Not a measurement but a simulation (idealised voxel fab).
process module | voxel trench capacitor
FYI the section here is cut, 230 nm wide, cells are 5 nm squares.
How to read a cross-section here: the picture is a grid of square cells, written as bands going from the top down, and any band can span one or more rows of cells.
Read a band's entry like this: the first values are the height of its top and the height of its bottom in nm, and what follows is the sequence of materials from left to right, each with its width in nm. Note that "empty" is empty space, and that a single material marked "full width" reaches across the band from edge to edge.
Height is counted from the level 0, under which the received wafer is composed throughout of one material. The lowest of the bands is not closed at the bottom but continues downward, in the notation "from 0 down".
The expression "30 to 40" gives the width at the extremes of the band, the first number at its top row of cells and the second at its bottom row, with the width changing by equal amounts from each row to the next in between.
"remained unchanged" after a step means that no cell of the cross-section changed.
The label "Enclosed voids" introduces a list of the empty spaces, 8 cells or larger, that have no open way up to the top; each entry in it reads width x height at distance, where the distance is taken from the left edge and all three are stated in nm.
Note: text after step settings on the step line = simulator remark on that step.
"overlay nm", when on a step's line for a step with a mask, measures how far to the right of its planned place the mask lay; a negative measure means to the left.
**Intended process steps**
1: RECEIVE | material Si
2: CONFORMAL_DEP | material SiN | thk nm 5
3: MASKED_ETCH | tone open | mask id TRENCH | width nm 15 | pitch nm 30 | etch materials SiN | depth nm 5 | overlay nm 0
4: MASKED_ETCH | tone open | mask id TRENCH | width nm 15 | pitch nm 30 | etch materials Si | depth nm 35 | overlay nm 0
5: CONFORMAL_DEP | material Al2O3 | thk nm 5
6: FILL_DEP | material polySi | thk nm 5
7: CMP | height nm 5
**Concerning the first of two wafers, which was run in accordance with the plan**
**The cross-section here shows the wafer as received, i.e. in its state after step 1**
from 0 down: Si full width
Enclosed voids: none
**The wafer in cross-section once step 2 is complete**
from 5 to 0: SiN full width
Beneath the level 0, the cross-section is identical to its previous state.
**The wafer in cross-section once step 3 is complete**
from 5 to 0: SiN (60), then empty (15), then SiN (15), then empty (15), then SiN (15), then empty (15), then SiN (15), then empty (15), then SiN (65)
Beneath the level 0, the cross-section is identical to its previous state.
**The wafer in cross-section once step 4 is complete**
from 5 to 0: SiN (60), then empty (15), then SiN (15), then empty (15), then SiN (15), then empty (15), then SiN (15), then empty (15), then SiN (65)
from 0 to -35: Si (60), then empty (15), then Si (15), then empty (15), then Si (15), then empty (15), then Si (15), then empty (15), then Si (65)
Beneath the level -35, the cross-section is identical to its previous state.
**The wafer in cross-section once step 5 is complete**
from 10 to 5: Al2O3 (65), then empty (5), then Al2O3 (25), then empty (5), then Al2O3 (25), then empty (5), then Al2O3 (25), then empty (5), then Al2O3 (70)
from 5 to 0: SiN (60), then Al2O3 (5), then empty (5), then Al2O3 (5), then SiN (15), then Al2O3 (5), then empty (5), then Al2O3 (5), then SiN (15), then Al2O3 (5), then empty (5), then Al2O3 (5), then SiN (15), then Al2O3 (5), then empty (5), then Al2O3 (5), then SiN (65)
from 0 to -30: Si (60), then Al2O3 (5), then empty (5), then Al2O3 (5), then Si (15), then Al2O3 (5), then empty (5), then Al2O3 (5), then Si (15), then Al2O3 (5), then empty (5), then Al2O3 (5), then Si (15), then Al2O3 (5), then empty (5), then Al2O3 (5), then Si (65)
from -30 to -35: Si (60), then Al2O3 (15), then Si (15), then Al2O3 (15), then Si (15), then Al2O3 (15), then Si (15), then Al2O3 (15), then Si (65)
Beneath the level -35, the cross-section is identical to its previous state.
**The wafer in cross-section once step 6 is complete**
from 15 to 10: polySi full width
from 10 to 5: Al2O3 (65), then polySi (5), then Al2O3 (25), then polySi (5), then Al2O3 (25), then polySi (5), then Al2O3 (25), then polySi (5), then Al2O3 (70)
from 5 to 0: SiN (60), then Al2O3 (5), then polySi (5), then Al2O3 (5), then SiN (15), then Al2O3 (5), then polySi (5), then Al2O3 (5), then SiN (15), then Al2O3 (5), then polySi (5), then Al2O3 (5), then SiN (15), then Al2O3 (5), then polySi (5), then Al2O3 (5), then SiN (65)
from 0 to -30: Si (60), then Al2O3 (5), then polySi (5), then Al2O3 (5), then Si (15), then Al2O3 (5), then polySi (5), then Al2O3 (5), then Si (15), then Al2O3 (5), then polySi (5), then Al2O3 (5), then Si (15), then Al2O3 (5), then polySi (5), then Al2O3 (5), then Si (65)
Beneath the level -30, the cross-section is identical to its previous state.
**The wafer in cross-section once step 7 is complete**
from 5 to 0: SiN (60), then Al2O3 (5), then polySi (5), then Al2O3 (5), then SiN (15), then Al2O3 (5), then polySi (5), then Al2O3 (5), then SiN (15), then Al2O3 (5), then polySi (5), then Al2O3 (5), then SiN (15), then Al2O3 (5), then polySi (5), then Al2O3 (5), then SiN (65)
Beneath the level 0, the cross-section is identical to its previous state.
**Wafer two. Same start, same plan, one slip in execution. Same as wafer one through step 1, inclusive**
Cross-section of the second wafer at the time by which step 2 should have been completed according to the plan: remained unchanged
Cross-section of the second wafer at the time by which step 3 should have been completed according to the plan: remained unchanged
**Cross-section of the second wafer at the time by which step 4 should have been completed according to the plan**
from 0 to -35: Si (60), then empty (15), then Si (15), then empty (15), then Si (15), then empty (15), then Si (15), then empty (15), then Si (65)
Beneath the level -35, the cross-section is identical to its previous state.
**Cross-section of the second wafer at the time by which step 5 should have been completed according to the plan**
from 5 to 0: Al2O3 (65), then empty (5), then Al2O3 (25), then empty (5), then Al2O3 (25), then empty (5), then Al2O3 (25), then empty (5), then Al2O3 (70)
from 0 to -30: Si (60), then Al2O3 (5), then empty (5), then Al2O3 (5), then Si (15), then Al2O3 (5), then empty (5), then Al2O3 (5), then Si (15), then Al2O3 (5), then empty (5), then Al2O3 (5), then Si (15), then Al2O3 (5), then empty (5), then Al2O3 (5), then Si (65)
from -30 to -35: Si (60), then Al2O3 (15), then Si (15), then Al2O3 (15), then Si (15), then Al2O3 (15), then Si (15), then Al2O3 (15), then Si (65)
Beneath the level -35, the cross-section is identical to its previous state.
**Cross-section of the second wafer at the time by which step 6 should have been completed according to the plan**
from 10 to 5: polySi full width
from 5 to 0: Al2O3 (65), then polySi (5), then Al2O3 (25), then polySi (5), then Al2O3 (25), then polySi (5), then Al2O3 (25), then polySi (5), then Al2O3 (70)
from 0 to -30: Si (60), then Al2O3 (5), then polySi (5), then Al2O3 (5), then Si (15), then Al2O3 (5), then polySi (5), then Al2O3 (5), then Si (15), then Al2O3 (5), then polySi (5), then Al2O3 (5), then Si (15), then Al2O3 (5), then polySi (5), then Al2O3 (5), then Si (65)
Beneath the level -30, the cross-section is identical to its previous state.
**Cross-section of the second wafer at the time by which step 7 should have been completed according to the plan**
from 5 to 0: Al2O3 (65), then polySi (5), then Al2O3 (25), then polySi (5), then Al2O3 (25), then polySi (5), then Al2O3 (25), then polySi (5), then Al2O3 (70)
Beneath the level 0, the cross-section is identical to its previous state.
Misprocessing identified: with respect to the plan, step 2 was omitted and not executed
at the end the second wafer has, in cells: 34 more of Al2O3 | 34 fewer of SiN
